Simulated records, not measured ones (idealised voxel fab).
process module | voxel capacitor over wiring
cross-section cut | 265 nm wide | cells 5 nm
A cross-section is a grid of square cells, given in bands from the top down. A band is one or more rows of cells.
Each band's line starts with the height of the band's top and of its bottom, in nm. Then come its materials from left to right, each with its width in nm. One material with "throughout" fills the band from edge to edge. "air" is empty space.
Height 0 is the level under which the wafer as received is all one material. The lowest band goes on downwards, as in "0 down".
A width such as "30 to 40" changes by the same amount from each row of cells to the next, from the band's top row to its bottom row.
"no change" after a step means that no cell of the cross-section changed.
closed voids: empty space of 8 cells or more with no open way to the top, each as width x height at its distance from the left edge, in nm
after a step's settings: what the simulator itself notes on the step
overlay nm, on a step with a mask: how far to the right of its planned place the mask lay; to the left if negative
plan
1 op RECEIVE | material Si
2 op CONFORMAL_DEP | material SiO2 | thk nm 15
3 op CONFORMAL_DEP | material SiN | thk nm 5
4 op DIRECTIONAL_DEP | material SiO2 | thk nm 25
5 op MASKED_ETCH | tone open | mask id METAL_1 | width nm 30 | pitch nm 90 | etch materials SiO2 | depth nm 25 | overlay nm 0
6 op MASKED_ETCH | tone open | mask id METAL_1 | width nm 30 | pitch nm 90 | etch materials SiN | depth nm 5 | overlay nm 0
7 op CONFORMAL_DEP | material TiN | thk nm 5
8 op FILL_DEP | material Cu | thk nm 10
9 op CMP | height nm 45
10 op CONFORMAL_DEP | material SiCN | thk nm 5
11 op DIRECTIONAL_DEP | material SiO2 | thk nm 15
12 op PATTERN | tone open | mask id PLUG_1 | material resist | width nm 15 | thk nm 15 | overlay nm 0
13 op DIRECTIONAL_ETCH | etch materials SiO2 | depth nm 15
14 op DIRECTIONAL_ETCH | etch materials SiCN | depth nm 5
15 op STRIP | etch materials resist
16 op EPI | material Ru | thk nm 10
17 op EPI | material Ru | thk nm 10
18 op DIRECTIONAL_DEP | material TiN | thk nm 5
19 op DIRECTIONAL_DEP | material HfO2 | thk nm 5
20 op DIRECTIONAL_DEP | material TiN | thk nm 10
21 op PATTERN | tone cover | mask id UPPER_PLATE | material resist | width nm 65 | thk nm 15 | overlay nm 0
22 op DIRECTIONAL_ETCH | etch materials TiN | depth nm 10
23 op DIRECTIONAL_ETCH | etch materials HfO2 | depth nm 5
24 op STRIP | etch materials resist
25 op PATTERN | tone cover | mask id LOWER_PLATE | material resist | width nm 75 | thk nm 15 | overlay nm 0
26 op DIRECTIONAL_ETCH | etch materials TiN | depth nm 5
27 op STRIP | etch materials resist
28 op FILL_DEP | material SiO2 | thk nm 15
29 op CMP | height nm 95
30 op PATTERN | tone open | mask id PLUG_2 | material resist | width nm 15 | thk nm 20 | overlay nm 0
31 op DIRECTIONAL_ETCH | etch materials SiO2 | depth nm 10
32 op STRIP | etch materials resist
33 op CONFORMAL_DEP | material TiN | thk nm 5
34 op FILL_DEP | material Cu | thk nm 10
35 op CMP | height nm 95
36 op CONFORMAL_DEP | material SiN | thk nm 5
first wafer, as planned
as received, after step 1
  0 down: Si throughout
  closed voids: none
after step 2
  15 to 0: SiO2 throughout
  below 0: unchanged
after step 3
  20 to 15: SiN throughout
  below 15: unchanged
after step 4
  45 to 20: SiO2 throughout
  below 20: unchanged
after step 5
  45 to 20: SiO2 70 | air 30 | SiO2 60 | air 30 | SiO2 75
  below 20: unchanged
after step 6
  45 to 20: SiO2 70 | air 30 | SiO2 60 | air 30 | SiO2 75
  20 to 15: SiN 70 | air 30 | SiN 60 | air 30 | SiN 75
  below 15: unchanged
after step 7
  50 to 45: TiN 75 | air 20 | TiN 70 | air 20 | TiN 80
  45 to 20: SiO2 70 | TiN 5 | air 20 | TiN 5 | SiO2 60 | TiN 5 | air 20 | TiN 5 | SiO2 75
  20 to 15: SiN 70 | TiN 30 | SiN 60 | TiN 30 | SiN 75
  below 15: unchanged
after step 8
  60 to 50: Cu throughout
  50 to 45: TiN 75 | Cu 20 | TiN 70 | Cu 20 | TiN 80
  45 to 20: SiO2 70 | TiN 5 | Cu 20 | TiN 5 | SiO2 60 | TiN 5 | Cu 20 | TiN 5 | SiO2 75
  below 20: unchanged
after step 9
  45 to 20: SiO2 70 | TiN 5 | Cu 20 | TiN 5 | SiO2 60 | TiN 5 | Cu 20 | TiN 5 | SiO2 75
  below 20: unchanged
after step 10
  50 to 45: SiCN throughout
  below 45: unchanged
after step 11
  65 to 50: SiO2 throughout
  below 50: unchanged
after step 12
  80 to 65: resist 85 | air 15 | resist 165
  below 65: unchanged
after step 13
  80 to 65: resist 85 | air 15 | resist 165
  65 to 50: SiO2 85 | air 15 | SiO2 165
  below 50: unchanged
after step 14
  80 to 65: resist 85 | air 15 | resist 165
  65 to 50: SiO2 85 | air 15 | SiO2 165
  50 to 45: SiCN 85 | air 15 | SiCN 165
  below 45: unchanged
after step 15
  65 to 50: SiO2 85 | air 15 | SiO2 165
  below 50: unchanged
after step 16
  65 to 55: SiO2 85 | air 15 | SiO2 165
  55 to 50: SiO2 85 | Ru 15 | SiO2 165
  50 to 45: SiCN 85 | Ru 15 | SiCN 165
  below 45: unchanged
after step 17
  65 to 50: SiO2 85 | Ru 15 | SiO2 165
  below 50: unchanged
after step 18
  70 to 65: TiN throughout
  below 65: unchanged
after step 19
  75 to 70: HfO2 throughout
  below 70: unchanged
after step 20
  85 to 75: TiN throughout
  below 75: unchanged
after step 21
  100 to 85: air 85 | resist 65 | air 115
  below 85: unchanged
after step 22
  100 to 85: air 85 | resist 65 | air 115
  85 to 75: air 85 | TiN 65 | air 115
  below 75: unchanged
after step 23
  100 to 85: air 85 | resist 65 | air 115
  85 to 75: air 85 | TiN 65 | air 115
  75 to 70: air 85 | HfO2 65 | air 115
  below 70: unchanged
after step 24
  85 to 75: air 85 | TiN 65 | air 115
  below 75: unchanged
after step 25
  100 to 85: air 80 | resist 75 | air 110
  85 to 75: air 80 | resist 5 | TiN 65 | resist 5 | air 110
  75 to 70: air 80 | resist 5 | HfO2 65 | resist 5 | air 110
  below 70: unchanged
after step 26
  100 to 85: air 80 | resist 75 | air 110
  85 to 75: air 80 | resist 5 | TiN 65 | resist 5 | air 110
  75 to 70: air 80 | resist 5 | HfO2 65 | resist 5 | air 110
  70 to 65: air 80 | TiN 75 | air 110
  below 65: unchanged
after step 27
  85 to 75: air 85 | TiN 65 | air 115
  75 to 70: air 85 | HfO2 65 | air 115
  below 70: unchanged
after step 28
  100 to 85: SiO2 throughout
  85 to 75: SiO2 85 | TiN 65 | SiO2 115
  75 to 70: SiO2 85 | HfO2 65 | SiO2 115
  70 to 65: SiO2 80 | TiN 75 | SiO2 110
  below 65: unchanged
after step 29
  95 to 85: SiO2 throughout
  below 85: unchanged
after step 30
  115 to 95: resist 95 | air 15 | resist 155
  below 95: unchanged
after step 31
  115 to 95: resist 95 | air 15 | resist 155
  95 to 85: SiO2 95 | air 15 | SiO2 155
  below 85: unchanged
after step 32
  95 to 85: SiO2 95 | air 15 | SiO2 155
  below 85: unchanged
after step 33
  100 to 95: TiN 100 | air 5 | TiN 160
  95 to 90: SiO2 95 | TiN 5 | air 5 | TiN 5 | SiO2 155
  90 to 85: SiO2 95 | TiN 15 | SiO2 155
  below 85: unchanged
after step 34
  110 to 100: Cu throughout
  100 to 95: TiN 100 | Cu 5 | TiN 160
  95 to 90: SiO2 95 | TiN 5 | Cu 5 | TiN 5 | SiO2 155
  below 90: unchanged
after step 35
  95 to 90: SiO2 95 | TiN 5 | Cu 5 | TiN 5 | SiO2 155
  below 90: unchanged
after step 36
  100 to 95: SiN throughout
  below 95: unchanged
second wafer: like start, like plan, one mistake. Through step 1 it matches the first wafer
when step 2 should have ended
  30 to 0: SiO2 throughout
  below 0: unchanged
when step 3 should have ended
  35 to 30: SiN throughout
  below 30: unchanged
when step 4 should have ended
  60 to 35: SiO2 throughout
  below 35: unchanged
when step 5 should have ended
  60 to 35: SiO2 70 | air 30 | SiO2 60 | air 30 | SiO2 75
  below 35: unchanged
when step 6 should have ended
  60 to 35: SiO2 70 | air 30 | SiO2 60 | air 30 | SiO2 75
  35 to 30: SiN 70 | air 30 | SiN 60 | air 30 | SiN 75
  below 30: unchanged
when step 7 should have ended
  65 to 60: TiN 75 | air 20 | TiN 70 | air 20 | TiN 80
  60 to 35: SiO2 70 | TiN 5 | air 20 | TiN 5 | SiO2 60 | TiN 5 | air 20 | TiN 5 | SiO2 75
  35 to 30: SiN 70 | TiN 30 | SiN 60 | TiN 30 | SiN 75
  below 30: unchanged
when step 8 should have ended
  75 to 65: Cu throughout
  65 to 60: TiN 75 | Cu 20 | TiN 70 | Cu 20 | TiN 80
  60 to 35: SiO2 70 | TiN 5 | Cu 20 | TiN 5 | SiO2 60 | TiN 5 | Cu 20 | TiN 5 | SiO2 75
  below 35: unchanged
when step 9 should have ended
  45 to 35: SiO2 70 | TiN 5 | Cu 20 | TiN 5 | SiO2 60 | TiN 5 | Cu 20 | TiN 5 | SiO2 75
  below 35: unchanged
when step 10 should have ended
  50 to 45: SiCN throughout
  below 45: unchanged
when step 11 should have ended
  65 to 50: SiO2 throughout
  below 50: unchanged
when step 12 should have ended
  80 to 65: resist 85 | air 15 | resist 165
  below 65: unchanged
when step 13 should have ended
  80 to 65: resist 85 | air 15 | resist 165
  65 to 50: SiO2 85 | air 15 | SiO2 165
  below 50: unchanged
when step 14 should have ended
  80 to 65: resist 85 | air 15 | resist 165
  65 to 50: SiO2 85 | air 15 | SiO2 165
  50 to 45: SiCN 85 | air 15 | SiCN 165
  below 45: unchanged
when step 15 should have ended
  65 to 50: SiO2 85 | air 15 | SiO2 165
  below 50: unchanged
when step 16 should have ended
  65 to 55: SiO2 85 | air 15 | SiO2 165
  55 to 50: SiO2 85 | Ru 15 | SiO2 165
  50 to 45: SiCN 85 | Ru 15 | SiCN 165
  below 45: unchanged
when step 17 should have ended
  65 to 50: SiO2 85 | Ru 15 | SiO2 165
  below 50: unchanged
when step 18 should have ended
  70 to 65: TiN throughout
  below 65: unchanged
when step 19 should have ended
  75 to 70: HfO2 throughout
  below 70: unchanged
when step 20 should have ended
  85 to 75: TiN throughout
  below 75: unchanged
when step 21 should have ended
  100 to 85: air 85 | resist 65 | air 115
  below 85: unchanged
when step 22 should have ended
  100 to 85: air 85 | resist 65 | air 115
  85 to 75: air 85 | TiN 65 | air 115
  below 75: unchanged
when step 23 should have ended
  100 to 85: air 85 | resist 65 | air 115
  85 to 75: air 85 | TiN 65 | air 115
  75 to 70: air 85 | HfO2 65 | air 115
  below 70: unchanged
when step 24 should have ended
  85 to 75: air 85 | TiN 65 | air 115
  below 75: unchanged
when step 25 should have ended
  100 to 85: air 80 | resist 75 | air 110
  85 to 75: air 80 | resist 5 | TiN 65 | resist 5 | air 110
  75 to 70: air 80 | resist 5 | HfO2 65 | resist 5 | air 110
  below 70: unchanged
when step 26 should have ended
  100 to 85: air 80 | resist 75 | air 110
  85 to 75: air 80 | resist 5 | TiN 65 | resist 5 | air 110
  75 to 70: air 80 | resist 5 | HfO2 65 | resist 5 | air 110
  70 to 65: air 80 | TiN 75 | air 110
  below 65: unchanged
when step 27 should have ended
  85 to 75: air 85 | TiN 65 | air 115
  75 to 70: air 85 | HfO2 65 | air 115
  below 70: unchanged
when step 28 should have ended
  100 to 85: SiO2 throughout
  85 to 75: SiO2 85 | TiN 65 | SiO2 115
  75 to 70: SiO2 85 | HfO2 65 | SiO2 115
  70 to 65: SiO2 80 | TiN 75 | SiO2 110
  below 65: unchanged
when step 29 should have ended
  95 to 85: SiO2 throughout
  below 85: unchanged
when step 30 should have ended
  115 to 95: resist 95 | air 15 | resist 155
  below 95: unchanged
when step 31 should have ended
  115 to 95: resist 95 | air 15 | resist 155
  95 to 85: SiO2 95 | air 15 | SiO2 155
  below 85: unchanged
when step 32 should have ended
  95 to 85: SiO2 95 | air 15 | SiO2 155
  below 85: unchanged
when step 33 should have ended
  100 to 95: TiN 100 | air 5 | TiN 160
  95 to 90: SiO2 95 | TiN 5 | air 5 | TiN 5 | SiO2 155
  90 to 85: SiO2 95 | TiN 15 | SiO2 155
  below 85: unchanged
when step 34 should have ended
  110 to 100: Cu throughout
  100 to 95: TiN 100 | Cu 5 | TiN 160
  95 to 90: SiO2 95 | TiN 5 | Cu 5 | TiN 5 | SiO2 155
  below 90: unchanged
when step 35 should have ended
  95 to 90: SiO2 95 | TiN 5 | Cu 5 | TiN 5 | SiO2 155
  below 90: unchanged
when step 36 should have ended
  100 to 95: SiN throughout
  below 95: unchanged
what went wrong: step 2 was run twice
at the end the second wafer has, in cells: 24 fewer of Cu | 36 more of SiO2 | 12 fewer of TiN
